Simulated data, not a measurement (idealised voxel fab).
Proc. module: voxel double patterning
FYI the section here is cut, 200 nm wide, cells are 5 nm squares.
Heads up, the way a cross-section reads in here is a grid of square cells, handed over as bands from the top down, with every band being one or more rows of cells.
Look at the band entry: it leads with the top's height and the bottom's height in nm. Then it lists the materials left to right, with a width in nm for each. The word "full width" on a single material says that material fills the band edge to edge. The word "empty" is empty space.
All heights in this document are referenced to 0, defined as the level beneath which the wafer, as received, consists entirely of one material. The lowest band is not bounded below; it extends indefinitely downward and is written in the form "0 -> down".
When a width is written as two numbers, as in "30->40", the first number is the width in the top row of cells of the band and the second is the width in its bottom row, and the width changes by the same amount from each row to the next.
Basically "no alteration" means that step didn't change any cell in the cross-section.
Closed empty spaces (no open way to the top) of 8 cells or more are what "Encapsulated voids" lists, each as width x height at distance from the left edge, nm for all three.
Where a step's line continues beyond its settings, the continuation is a remark by the simulator itself on that step.
overlay nm: step with mask; distance mask lay right of planned place; negative value = left of planned place.

**List of planned process steps**
1 RECEIVE: material Si
2 CONFORMAL_DEP: material SiO2, thk nm 10
3 DIRECTIONAL_DEP: material W, thk nm 20
4 DIRECTIONAL_DEP: material SiN, thk nm 5
5 PATTERN: tone open, mask id FIRST, material resist, width nm 15, pitch nm 50, thk nm 20, overlay nm 0
6 DIRECTIONAL_ETCH: etch materials SiN, depth nm 5
7 STRIP: etch materials resist
8 PATTERN: tone open, mask id SECOND, material resist, width nm 15, pitch nm 50, thk nm 15, overlay nm 0
9 DIRECTIONAL_ETCH: etch materials SiN, depth nm 5
10 STRIP: etch materials resist
11 DIRECTIONAL_ETCH: etch materials W, depth nm 20
12 STRIP: etch materials SiN
The value of width nm given for step 8 in the plan refers to the first wafer; the wafers vary in this setting and are alike at the start.

**Sectional view: first of several wafers, as received, after step 1**
	0 -> down: Si full width
	Encapsulated voids: none

**each wafer at the end: cells of each material gained (+) or lost (-) since it was received, then its closed voids**
width nm 15, +80 SiO2, +100 W, Encapsulated voids: none
width nm 20, +80 SiO2, +92 W, Encapsulated voids: none
width nm 25, +80 SiO2, +84 W, Encapsulated voids: none
width nm 30, +80 SiO2, +76 W, Encapsulated voids: none
